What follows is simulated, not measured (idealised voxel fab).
Title: Process Module voxel spacer lines
cross-section cut | 275 nm wide | cells 5 nm
Square cells in a grid make up a cross-section in this document, and the grid is given as bands, listed from the top down, each one or more rows of cells. For a band, the entry starts with two heights in nm, that of the top and then that of the bottom, and carries on with the band's materials in order from left to right, each alongside its width in nm; the word "edge to edge" beside a single material means it fills the band edge to edge, and "empty" means empty space. Zero point of the height axis is 0; under it, received wafer = one material. Lowest band: continues down indefinitely, "top 0, no bottom". Think of "30->40" as a width that walks from the first number to the second as you go down the band, top row to bottom row, taking equal-sized steps from row to row. What does "stayed the same" mean for a step? It means no cell of the cross-section changed in that step. So "Enclosed cavity list" is basically the list of trapped voids: any empty space of 8 cells or more that can't reach the top through an opening. They're written width x height at distance, the distance being from the left edge, and it's all nm. On a step's line, text after the settings is the simulator commenting on that step. "overlay nm" denotes, for a step that has a mask, the displacement of the mask to the right of its planned place, with negative values corresponding to the left.
-- So here's the lineup of process steps we planned
1 RECEIVE: material Si
2 CONFORMAL_DEP: material Al2O3, thk nm 5
3 DIRECTIONAL_DEP: material polySi, thk nm 15
4 DIRECTIONAL_DEP: material aC, thk nm 20
5 PATTERN: tone cover, mask id MANDREL, material resist, width nm 15, pitch nm 50, thk nm 25, overlay nm 0
6 DIRECTIONAL_ETCH: etch materials aC, depth nm 20
7 STRIP: etch materials resist
8 CONFORMAL_DEP: material SiO2, thk nm 10
9 DIRECTIONAL_ETCH: etch materials SiO2, depth nm 10
10 STRIP: etch materials aC
11 DIRECTIONAL_ETCH: etch materials polySi, depth nm 15
12 STRIP: etch materials SiO2
For clarity, it should be stated that the wafers under discussion commence in an identical condition and differ with respect to the width nm of step 5, the plan indicating the value that the first wafer had.
-- Cut through the first of several wafers as received, post step 1
* top 0, no bottom | Si edge to edge
* Enclosed cavity list: none
-- The cross-section of the first of several wafers is given below for the end of the module, after its final step, step 12
* top 20, bottom 5 | empty 95 nm  polySi 10 nm  empty 15 nm  polySi 10 nm  empty 15 nm  polySi 10 nm  empty 15 nm  polySi 10 nm  empty 95 nm
* top 5, bottom 0 | Al2O3 edge to edge
* top 0, no bottom | Si edge to edge
* Enclosed cavity list: none
-- So this is the cross-section on the last wafer at the end of the module
* top 20, bottom 5 | empty 90 nm  polySi 10 nm  empty 30 nm  polySi 20 nm  empty 30 nm  polySi 10 nm  empty 85 nm
* top 5, bottom 0 | Al2O3 edge to edge
* top 0, no bottom | Si edge to edge
* Enclosed cavity list: none
-- The table below has one row for each wafer; a row shows, as of the end of the module, how many cells of each material the wafer has gained, marked (+), or lost, marked (-), since it was received, and then the wafer's closed voids
width nm 15, +55 Al2O3, +24 polySi, Enclosed cavity list: none
width nm 20, +55 Al2O3, +24 polySi, Enclosed cavity list: none
width nm 25, +55 Al2O3, +24 polySi, Enclosed cavity list: none
width nm 30, +55 Al2O3, +24 polySi, Enclosed cavity list: none
